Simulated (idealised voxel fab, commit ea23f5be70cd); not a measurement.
This is a process module. Its name is voxel quadruple lines.
Section cut is 300 nm wide and gridded with 5 nm square cells.
Think of the cross-section as a grid of square cells. We describe it in bands, top to bottom, and each band covers one or more rows of those cells.
Band: top height; bottom height; in nm. Then, left to right: material with width in nm, for each material. "throughout": a single material spanning edge to edge. "blank": empty space.
Heights are reckoned from 0. Under this level, the received wafer is all of one material. The bottommost band is open-ended downward, for example "0 nm and below".
Note: "30 to 40" means the width goes from the first number (top row of the band) to the second number (bottom row) in equal steps per row of cells.
Any step labelled "nothing was modified" changed none of the cells in the cross-section.
The list in "Voids, fully enclosed" covers empty spaces of 8 cells or more that cannot reach the top through any open way, and it gives each as width x height at distance; the distance is from the left edge, and width, height and distance are in nm.
Where a step's line continues beyond its settings, the continuation is a remark by the simulator itself on that step.
overlay nm: on a step with a mask, how far right of its planned place the mask lay; negative means left.
Listed below are the process steps as planned:
1. op RECEIVE | material Si
2. op CONFORMAL_DEP | material Al2O3 | thk nm 5
3. op DIRECTIONAL_DEP | material TiN | thk nm 10
4. op DIRECTIONAL_DEP | material polySi | thk nm 15
5. op DIRECTIONAL_DEP | material aC | thk nm 25
6. op PATTERN | tone cover | mask id MANDREL | material resist | width nm 35 | pitch nm 100 | thk nm 30 | overlay nm 0
7. op DIRECTIONAL_ETCH | etch materials aC | depth nm 25
8. op STRIP | etch materials resist
9. op CONFORMAL_DEP | material SiO2 | thk nm 15
10. op DIRECTIONAL_ETCH | etch materials SiO2 | depth nm 15
11. op STRIP | etch materials aC
12. op DIRECTIONAL_ETCH | etch materials polySi | depth nm 15
13. op STRIP | etch materials SiO2
14. op CONFORMAL_DEP | material SiCN | thk nm 10
15. op DIRECTIONAL_ETCH | etch materials SiCN | depth nm 10
16. op STRIP | etch materials polySi
17. op DIRECTIONAL_ETCH | etch materials TiN | depth nm 10
18. op STRIP | etch materials SiCN
Cross-section of the wafer as it came to us, i.e., already through step 1:
    0 nm and below: Si throughout
    Voids, fully enclosed: none
Cross-sectional view of the first of the two wafers upon completion of the module, processed in accordance with the plan:
    15 nm to 5 nm: blank 55, then TiN 10, then blank 15, then TiN 10, then blank 15, then TiN 10, then blank 15, then TiN 10, then blank 15, then TiN 10, then blank 15, then TiN 10, then blank 15, then TiN 10, then blank 15, then TiN 10, then blank 60
    5 nm to 0 nm: Al2O3 throughout
    0 nm and below: Si throughout
    Voids, fully enclosed: none
So this is wafer number two of the two, cut at the end of the module - it started where the first did and had the same plan, we just got one thing wrong running it:
    15 nm to 5 nm: blank 65, then TiN 10, then blank 15, then TiN 10, then blank 15, then TiN 10, then blank 15, then TiN 10, then blank 15, then TiN 10, then blank 15, then TiN 10, then blank 15, then TiN 10, then blank 15, then TiN 10, then blank 50
    5 nm to 0 nm: Al2O3 throughout
    0 nm and below: Si throughout
    Voids, fully enclosed: none
What broke from the plan during processing? heads up, step 6 didn't go per plan, it actually ran as op PATTERN | tone cover | mask id MANDREL | material resist | width nm 35 | pitch nm 100 | thk nm 30 | overlay nm 10
End check, second vs first wafer: material counts in cells match, positions do not.
